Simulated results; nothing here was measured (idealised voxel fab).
This is a process module. Its name is voxel plated lines.
It is cross-section cut that appears here, measuring 210 nm in width, its square cells being 5 nm in size.
Heads up, the way a cross-section reads in here is a grid of square cells, handed over as bands from the top down, with every band being one or more rows of cells. Band: top height; bottom height; in nm. Then, left to right: material with width in nm, for each material. "throughout": a single material spanning edge to edge. "empty": empty space. Height datum 0, below which the as-received substrate wafer is one material. Lowest band open at the bottom, running downward: "top 0, no bottom". When a width is written as two numbers, as in "30->40", the first number is the width in the top row of cells of the band and the second is the width in its bottom row, and the width changes by the same amount from each row to the next. "nothing different" -> step changed no cross-section cell. "Closed void roster" - sealed voids, min. 8 cells, no opening to top; format: width x height at distance (distance from left edge; nm throughout). Text after the settings on a step's line: the simulator's own remark on that step. Among the settings permitted on a step's line is "overlay nm"; applied to a step with a mask, it specifies the extent to which the mask lay to the right of its planned position, whereas a negative figure signifies a position to the left.

# Steps in the process plan
1 RECEIVE: material Si
2 CONFORMAL_DEP: material Al2O3, thk nm 10
3 DIRECTIONAL_DEP: material TiN, thk nm 5
4 PATTERN: tone open, mask id LINES, material resist, width nm 15, pitch nm 40, thk nm 40, overlay nm 0
5 EPI: material Ru, thk nm 10
6 EPI: material Ru, thk nm 10
7 EPI: material Ru, thk nm 10
8 STRIP: etch materials resist
9 DIRECTIONAL_ETCH: etch materials TiN, depth nm 5
10 CONFORMAL_DEP: material SiN, thk nm 10
Don't read the plan's width nm for step 4 as applying to every wafer: that's the first wafer's value, and the wafers differ in it, though they all start identical.

# After step 1, as received: first of several wafers, cross-section
top 0, no bottom: Si throughout
Closed void roster: none

# So in this table every wafer gets its own row, and what you see is where it stands at the end of the module: for each material, how many cells it picked up (+) or gave up (-) since we received it, and after that its closed voids
width nm 15; +84 Al2O3; +36 Ru; +140 SiN; +6 TiN; Closed void roster: none
width nm 20; +84 Al2O3; +48 Ru; +140 SiN; +8 TiN; Closed void roster: none
width nm 25; +84 Al2O3; +60 Ru; +133 SiN; +10 TiN; Closed void roster: none
